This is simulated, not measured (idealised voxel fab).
Process module in this document: voxel released beams
Each square cell in cross-section cut measures 5 nm, and the section as a whole is 160 nm wide.
Think of the cross-section as a grid of square cells. We describe it in bands, top to bottom, and each band covers one or more rows of those cells.
The entry gives the band's vertical extent as a top height and a bottom height in nm, then its horizontal make-up as materials from left to right, each with a width in nm. "air" stands for empty space; a single material marked "full width" fills the band edge to edge.
All heights in this document are referenced to 0, defined as the level beneath which the wafer, as received, consists entirely of one material. The lowest band is not bounded below; it extends indefinitely downward and is written in the form "top 0, no bottom".
When a width is written as two numbers, as in "30 to 40", the first number is the width in the top row of cells of the band and the second is the width in its bottom row, and the width changes by the same amount from each row to the next.
Any step labelled "no change" changed none of the cells in the cross-section.
"Cavities, closed": empty spaces of 8 cells or more with no open way to the top, each given as width x height at distance, distance from the left edge, all in nm.
It should be noted that, on the line of a given step, the content following the step's settings is a remark produced by the simulator itself with respect to that step.
When a step includes a mask, the "overlay nm" setting on its line states how far to the right of its planned place that mask lay, and negative values state how far to the left.
The steps planned for the process are as follows:
1. RECEIVE [material Si]
2. CONFORMAL_DEP [material Al2O3] [thk nm 5]
3. DIRECTIONAL_DEP [material SiO2] [thk nm 20]
4. DIRECTIONAL_DEP [material aC] [thk nm 10]
5. PATTERN [tone open] [mask id ANCHOR] [material resist] [width nm 25] [thk nm 25] [overlay nm 0]
6. DIRECTIONAL_ETCH [etch materials aC] [depth nm 10]
7. STRIP [etch materials resist]
8. DIRECTIONAL_ETCH [etch materials SiO2] [depth nm 20]
9. STRIP [etch materials aC]
10. CONFORMAL_DEP [material polySi] [thk nm 10]
11. PATTERN [tone cover] [mask id BEAM] [material resist] [width nm 80] [thk nm 15] [overlay nm 0]
12. DIRECTIONAL_ETCH [etch materials polySi] [depth nm 10]
13. STRIP [etch materials resist]
14. STRIP [etch materials SiO2]
Be aware that, although all wafers share a common starting state, the width nm at step 11 differs among them, and the plan displays the first wafer's value.
This is how the first of several wafers looked in cross-section when it arrived, which is after step 1:
> top 0, no bottom = Si full width
> Cavities, closed: none
First of several wafers in cross-section at module end, following the final step, step 14:
> top 35, bottom 25 = 35 nm air / 10 nm polySi / 5 nm air / 65 nm polySi / 45 nm air
> top 25, bottom 15 = 35 nm air / 10 nm polySi / 5 nm air / 10 nm polySi / 100 nm air
> top 15, bottom 5 = 35 nm air / 25 nm polySi / 100 nm air
> top 5, bottom 0 = Al2O3 full width
> top 0, no bottom = Si full width
> Cavities, closed: none
Cross-section, module end, final of several wafers:
> top 35, bottom 25 = 25 nm air / 20 nm polySi / 5 nm air / 80 nm polySi / 30 nm air
> top 25, bottom 15 = 35 nm air / 10 nm polySi / 5 nm air / 10 nm polySi / 100 nm air
> top 15, bottom 5 = 35 nm air / 25 nm polySi / 100 nm air
> top 5, bottom 0 = Al2O3 full width
> top 0, no bottom = Si full width
> Cavities, closed: none
Wafer rows, end of module: cells per material gained (+) or lost (-) since receipt; closed voids last:
width nm 80; +32 Al2O3; +48 polySi; Cavities, closed: none
width nm 85; +32 Al2O3; +50 polySi; Cavities, closed: none
width nm 90; +32 Al2O3; +52 polySi; Cavities, closed: none
width nm 95; +32 Al2O3; +54 polySi; Cavities, closed: none
width nm 100; +32 Al2O3; +56 polySi; Cavities, closed: none
width nm 105; +32 Al2O3; +58 polySi; Cavities, closed: none
